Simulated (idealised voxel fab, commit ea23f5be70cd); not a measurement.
Module name: voxel wiring stack (process module)
cross-section cut | 240 nm wide | cells 5 nm
Each cross-section below is a grid of square cells, stated as bands in top-down order, with one or more rows of cells making up each band. Each band's line starts with the height of the band's top and of its bottom, in nm. Then come its materials from left to right, each with its width in nm. One material with "everywhere" fills the band from edge to edge. "empty" is empty space. Heights are measured from 0, the level below which the as-received wafer is all one material; the lowest band has no bottom and continues downward, written as in "0..down". Top row gets the first number, bottom row gets the second, and each row in between changes by the same step: that is how a band width like "30 to 40" works. Any step labelled "remains unaltered" changed none of the cells in the cross-section. Look at "Closed cavity list" for the closed voids: empty spaces with no open path to the top, sized 8 cells or up. Each is width x height at distance, distance from the left edge, all nm. Whatever follows a step's settings on its line is a remark the simulator itself makes about that step. overlay nm: right-of-plan distance of the mask on a masked step; negative values mean left-of-plan.
# The following list gives the planned process steps
1. RECEIVE [material Si]
2. CONFORMAL_DEP [material SiO2] [thk nm 15]
3. DIRECTIONAL_DEP [material TiN] [thk nm 5]
4. DIRECTIONAL_DEP [material Ru] [thk nm 15]
5. PATTERN [tone cover] [mask id METAL_1] [material resist] [width nm 25] [pitch nm 55] [thk nm 15] [overlay nm 0]
6. DIRECTIONAL_ETCH [etch materials Ru] [depth nm 15]
7. DIRECTIONAL_ETCH [etch materials TiN] [depth nm 5]
8. STRIP [etch materials resist]
9. CONFORMAL_DEP [material SiCN] [thk nm 5]
10. FILL_DEP [material lowk] [thk nm 5]
11. CMP [height nm 35]
12. CONFORMAL_DEP [material SiCN] [thk nm 5]
13. DIRECTIONAL_DEP [material SiO2] [thk nm 30]
14. DIRECTIONAL_DEP [material aC] [thk nm 10]
15. PATTERN [tone open] [mask id METAL_2_HOLES] [material resist] [width nm 15] [pitch nm 55] [thk nm 25] [overlay nm 0]
16. DIRECTIONAL_ETCH [etch materials aC] [depth nm 10]
17. STRIP [etch materials resist]
18. DIRECTIONAL_ETCH [etch materials SiO2] [depth nm 30]
19. STRIP [etch materials aC]
20. DIRECTIONAL_DEP [material aC] [thk nm 15]
21. PATTERN [tone open] [mask id METAL_2] [material resist] [width nm 25] [pitch nm 55] [thk nm 35] [overlay nm 0]
22. DIRECTIONAL_ETCH [etch materials aC] [depth nm 15]
23. STRIP [etch materials resist]
24. DIRECTIONAL_ETCH [etch materials SiO2] [depth nm 15]
25. DIRECTIONAL_ETCH [etch materials SiCN] [depth nm 5]
26. STRIP [etch materials aC]
27. CONFORMAL_DEP [material TiN] [thk nm 5]
28. FILL_DEP [material Ru] [thk nm 5]
29. CMP [height nm 70]
30. CONFORMAL_DEP [material SiCN] [thk nm 5]
# Received-state cross-section, reflecting completion of step 1
	0..down: Si everywhere
	Closed cavity list: none
# Wafer at module end, in section. Began as above, planned as above, run with one mistake
	75..70: SiCN everywhere
	70..60: 50 SiO2, 5 TiN, 15 Ru, 5 TiN, 30 SiO2, 5 TiN, 15 Ru, 5 TiN, 30 SiO2, 5 TiN, 15 Ru, 5 TiN, 55 SiO2
	60..55: 50 SiO2, 5 TiN, 5 Ru, 15 TiN, 30 SiO2, 5 TiN, 5 Ru, 15 TiN, 30 SiO2, 5 TiN, 5 Ru, 15 TiN, 55 SiO2
	55..40: 50 SiO2, 5 TiN, 5 Ru, 5 TiN, 40 SiO2, 5 TiN, 5 Ru, 5 TiN, 40 SiO2, 5 TiN, 5 Ru, 5 TiN, 65 SiO2
	40..35: 50 SiCN, 15 TiN, 40 SiCN, 15 TiN, 40 SiCN, 15 TiN, 65 SiCN
	35..20: 50 Ru, 5 SiCN, 15 lowk, 5 SiCN, 30 Ru, 5 SiCN, 15 lowk, 5 SiCN, 30 Ru, 5 SiCN, 15 lowk, 5 SiCN, 55 Ru
	20..15: 50 TiN, 25 SiCN, 30 TiN, 25 SiCN, 30 TiN, 25 SiCN, 55 TiN
	15..0: SiO2 everywhere
	0..down: Si everywhere
	Closed cavity list: none
Short version of what went wrong: it should be noted that step 5 was executed with settings other than those planned, the operation and settings actually applied being PATTERN [tone open] [mask id METAL_1] [material resist] [width nm 25] [pitch nm 55] [thk nm 15] [overlay nm 0]
